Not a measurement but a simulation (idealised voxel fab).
Title: Process Module voxel tone inversion
Square cell edge 5 nm, section width 220 nm, ID cut.
This document writes a cross-section as a grid whose cells are square, and gives it as bands, listed from the top down; one or more rows of cells form a band.
Band: top and bottom heights (nm) first, top before bottom; then materials from left to right, widths in nm. "all across" marks a sole material filling the band edge to edge. "air" denotes empty space.
Height reference: 0 = level under which incoming wafer is all one material. Lowest band: no bottom, runs on downward, e.g. "from 0 down".
Read "30->40" as a graded width: first number on top, second number at the bottom, same change between each pair of neighbouring rows.
No cell of the cross-section changed in a step that is given as "everything unchanged".
In the "Closed cavity list" entry, you get each enclosed empty space of 8 cells or more, one with no open way to the top, written width x height at distance, distance from the left edge, in nm.
On each step's line, the part that comes after the settings is the simulator's own comment on the step.
overlay nm: how far to the right of its planned place the mask lay on this masked step (negative: to the left).

THE STEPS PLANNED FOR THE PROCESS ARE AS FOLLOWS
1,RECEIVE (material Si)
2,CONFORMAL_DEP (material SiN; thk nm 10)
3,DIRECTIONAL_DEP (material aC; thk nm 15)
4,PATTERN (tone cover; mask id POSTS; material resist; width nm 15; pitch nm 45; thk nm 25; overlay nm 0)
5,DIRECTIONAL_ETCH (etch materials aC; depth nm 15)
6,STRIP (etch materials resist)
7,FILL_DEP (material lowk; thk nm 10)
8,CMP (height nm 25)
9,STRIP (etch materials aC)

STEP 1 COMPLETE: CROSS-SECTION OF THE WAFER AS RECEIVED
	from 0 down = Si all across
	Closed cavity list: none

THIS IS HOW THE WAFER LOOKS IN CROSS-SECTION ONCE THE MODULE IS DONE, GIVEN THE STARTING STATE AND PLAN ABOVE AND ONE MISTAKE IN CARRYING THE PLAN OUT
	from 25 to 15 = lowk all across
	from 15 to 0 = lowk 35 | aC 15 | lowk 30 | aC 15 | lowk 30 | aC 15 | lowk 30 | aC 15 | lowk 35
	from 0 down = Si all across
	Closed cavity list: none
Deviation from plan: step 2 was dropped from the plan's execution and never run
